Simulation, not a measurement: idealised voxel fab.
Title: Process Module voxel self aligned vias
220 nm wide, 5 nm square cells: that's cross-section cut.
Cross-section, as written here: a square-cell grid given band by band from the top down, where a band holds one or more rows of cells. Quick guide to a band line: top height, bottom height (nm) up front; then every material left to right with its width in nm. Only one material and it's marked "edge to edge"? Then it fills the band edge to edge. And "air" just means empty space. We count height from 0. Below that, the starting wafer is all one material. The lowest band never ends at the bottom but goes on down; see "top 0, no bottom" for how that is written. Per-row width for "30 to 40": begins at first number (top row of band), ends at second number (bottom row), increment between rows held constant. Step note "no alterations made" = no cross-section cell changed. "Enclosed void catalog" means: voids of 8 cells or more that are shut off from the top with no open way through. Written width x height at distance, distance from the left edge, in nm. Where a step's line continues beyond its settings, the continuation is a remark by the simulator itself on that step. overlay nm, on a step with a mask: how far to the right of its planned place the mask lay; to the left if negative.
So here's the lineup of process steps we planned
- 1: op RECEIVE | material Si
- 2: op CONFORMAL_DEP | material SiO2 | thk nm 15
- 3: op CONFORMAL_DEP | material SiCN | thk nm 5
- 4: op DIRECTIONAL_DEP | material lowk | thk nm 30
- 5: op DIRECTIONAL_DEP | material aC | thk nm 15
- 6: op PATTERN | tone open | mask id LINES | material resist | width nm 20 | pitch nm 65 | thk nm 35 | overlay nm 0
- 7: op DIRECTIONAL_ETCH | etch materials aC | depth nm 15
- 8: op STRIP | etch materials resist
- 9: op DIRECTIONAL_ETCH | etch materials lowk | depth nm 30
- 10: op STRIP | etch materials aC
- 11: op CONFORMAL_DEP | material TiN | thk nm 5
- 12: op FILL_DEP | material W | thk nm 5
- 13: op CMP | height nm 50
- 14: op SELECTIVE_ETCH | etch materials W Ru TiN | depth nm 5
- 15: op FILL_DEP | material SiN | thk nm 5
- 16: op CMP | height nm 50
- 17: op DIRECTIONAL_DEP | material lowk | thk nm 15
- 18: op MASKED_ETCH | tone open | mask id VIAS | width nm 40 | pitch nm 65 | etch materials lowk | depth nm 15 | overlay nm 0
- 19: op MASKED_ETCH | tone open | mask id VIAS | width nm 40 | pitch nm 65 | etch materials SiN | depth nm 5 | overlay nm 0
- 20: op CONFORMAL_DEP | material TiN | thk nm 5
- 21: op FILL_DEP | material Cu | thk nm 5
- 22: op CMP | height nm 65
- 23: op CONFORMAL_DEP | material SiN | thk nm 5
Cross-section of the wafer at receipt, which is the condition after step 1
    top 0, no bottom | Si edge to edge
    Enclosed void catalog: none
One mistake in running the module, otherwise start and plan as above: cross-section at the end
    top 70, bottom 65 | SiN edge to edge
    top 65, bottom 50 | lowk=55, then TiN=5, then Cu=30, then TiN=5, then lowk=25, then TiN=5, then Cu=30, then TiN=5, then lowk=60
    top 50, bottom 45 | lowk=55, then TiN=40, then lowk=25, then TiN=40, then lowk=60
    top 45, bottom 35 | lowk=55, then TiN=15, then W=10, then TiN=15, then lowk=25, then TiN=15, then W=10, then TiN=15, then lowk=60
    top 35, bottom 25 | lowk=65, then TiN=5, then W=10, then TiN=5, then lowk=45, then TiN=5, then W=10, then TiN=5, then lowk=70
    top 25, bottom 20 | lowk=65, then TiN=20, then lowk=45, then TiN=20, then lowk=70
    top 20, bottom 15 | SiCN edge to edge
    top 15, bottom 0 | SiO2 edge to edge
    top 0, no bottom | Si edge to edge
    Enclosed void catalog: none
Misprocessing identified: step 18 of the plan was performed twice
